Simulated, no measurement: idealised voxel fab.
process module | voxel ribs on slabs
cross-section cut | 140 nm wide | cells 5 nm
A cross-section is a grid of square cells, given in bands from the top down. A band is one or more rows of cells.
Each band's line starts with the height of the band's top and of its bottom, in nm. Then come its materials from left to right, each with its width in nm. One material with "throughout" fills the band from edge to edge. "air" is empty space.
Height 0 is the level under which the wafer as received is all one material. The lowest band goes on downwards, as in "0 down".
A width such as "30 to 40" changes by the same amount from each row of cells to the next, from the band's top row to its bottom row.
"no change" after a step means that no cell of the cross-section changed.
closed voids: empty space of 8 cells or more with no open way to the top, each as width x height at its distance from the left edge, in nm
after a step's settings: what the simulator itself notes on the step
overlay nm, on a step with a mask: how far to the right of its planned place the mask lay; to the left if negative
plan
1 op RECEIVE | material Si
2 op DIRECTIONAL_DEP | material SiO2 | thk nm 20
3 op DIRECTIONAL_DEP | material SiN | thk nm 20
4 op PATTERN | tone cover | mask id RIB | material resist | width nm 25 | thk nm 15 | overlay nm 0
5 op DIRECTIONAL_ETCH | etch materials SiN | depth nm 15
6 op STRIP | etch materials resist
7 op MASKED_ETCH | tone cover | mask id SLAB | width nm 55 | etch materials SiN | depth nm 5 | overlay nm 0
8 op FILL_DEP | material SiO2 | thk nm 15
9 op CMP | height nm 50
10 op DIRECTIONAL_DEP | material TiN | thk nm 5
11 op DIRECTIONAL_DEP | material aC | thk nm 15
12 op PATTERN | tone cover | mask id HEATER | material resist | width nm 35 | thk nm 35 | overlay nm 0
13 op DIRECTIONAL_ETCH | etch materials aC | depth nm 15
14 op STRIP | etch materials resist
15 op DIRECTIONAL_ETCH | etch materials TiN | depth nm 5
16 op STRIP | etch materials aC
17 op CONFORMAL_DEP | material SiN | thk nm 10
first wafer, as planned
as received, after step 1
  0 down: Si throughout
  closed voids: none
after step 2
  20 to 0: SiO2 throughout
  below 0: unchanged
after step 3
  40 to 20: SiN throughout
  below 20: unchanged
after step 4
  55 to 40: air 55 | resist 25 | air 60
  below 40: unchanged
after step 5
  55 to 40: air 55 | resist 25 | air 60
  40 to 25: air 55 | SiN 25 | air 60
  below 25: unchanged
after step 6
  40 to 25: air 55 | SiN 25 | air 60
  below 25: unchanged
after step 7
  40 to 25: air 55 | SiN 25 | air 60
  25 to 20: air 40 | SiN 55 | air 45
  below 20: unchanged
after step 8
  55 to 40: SiO2 throughout
  40 to 25: SiO2 55 | SiN 25 | SiO2 60
  25 to 20: SiO2 40 | SiN 55 | SiO2 45
  below 20: unchanged
after step 9
  50 to 40: SiO2 throughout
  below 40: unchanged
after step 10
  55 to 50: TiN throughout
  below 50: unchanged
after step 11
  70 to 55: aC throughout
  below 55: unchanged
after step 12
  105 to 70: air 50 | resist 35 | air 55
  below 70: unchanged
after step 13
  90 to 70: air 50 | resist 35 | air 55
  70 to 55: air 50 | aC 35 | air 55
  below 55: unchanged
after step 14
  70 to 55: air 50 | aC 35 | air 55
  below 55: unchanged
after step 15
  70 to 55: air 50 | aC 35 | air 55
  55 to 50: air 50 | TiN 35 | air 55
  below 50: unchanged
after step 16
  55 to 50: air 50 | TiN 35 | air 55
  below 50: unchanged
after step 17
  65 to 60: air 40 | SiN 55 | air 45
  60 to 55: SiN throughout
  55 to 50: SiN 50 | TiN 35 | SiN 55
  below 50: unchanged
second wafer: like start, like plan, one mistake. Through step 1 it matches the first wafer
when step 2 should have ended
  20 to 0: SiN throughout
  below 0: unchanged
when step 3 should have ended
  40 to 20: SiO2 throughout
  below 20: unchanged
when step 4 should have ended
  55 to 40: air 55 | resist 25 | air 60
  below 40: unchanged
when step 5 should have ended: no change
when step 6 should have ended
  40 to 20: SiO2 throughout
  below 20: unchanged
when step 7 should have ended: no change
when step 8 should have ended
  55 to 20: SiO2 throughout
  below 20: unchanged
when step 9 should have ended
  50 to 20: SiO2 throughout
  below 20: unchanged
when step 10 should have ended
  55 to 50: TiN throughout
  below 50: unchanged
when step 11 should have ended
  70 to 55: aC throughout
  below 55: unchanged
when step 12 should have ended
  105 to 70: air 50 | resist 35 | air 55
  below 70: unchanged
when step 13 should have ended
  90 to 70: air 50 | resist 35 | air 55
  70 to 55: air 50 | aC 35 | air 55
  below 55: unchanged
when step 14 should have ended
  70 to 55: air 50 | aC 35 | air 55
  below 55: unchanged
when step 15 should have ended
  70 to 55: air 50 | aC 35 | air 55
  55 to 50: air 50 | TiN 35 | air 55
  below 50: unchanged
when step 16 should have ended
  55 to 50: air 50 | TiN 35 | air 55
  below 50: unchanged
when step 17 should have ended
  65 to 60: air 40 | SiN 55 | air 45
  60 to 55: SiN throughout
  55 to 50: SiN 50 | TiN 35 | SiN 55
  below 50: unchanged
what went wrong: steps 2 and 3 were swapped
at the end the second wafer has, in cells: 86 more of SiN | 86 fewer of SiO2
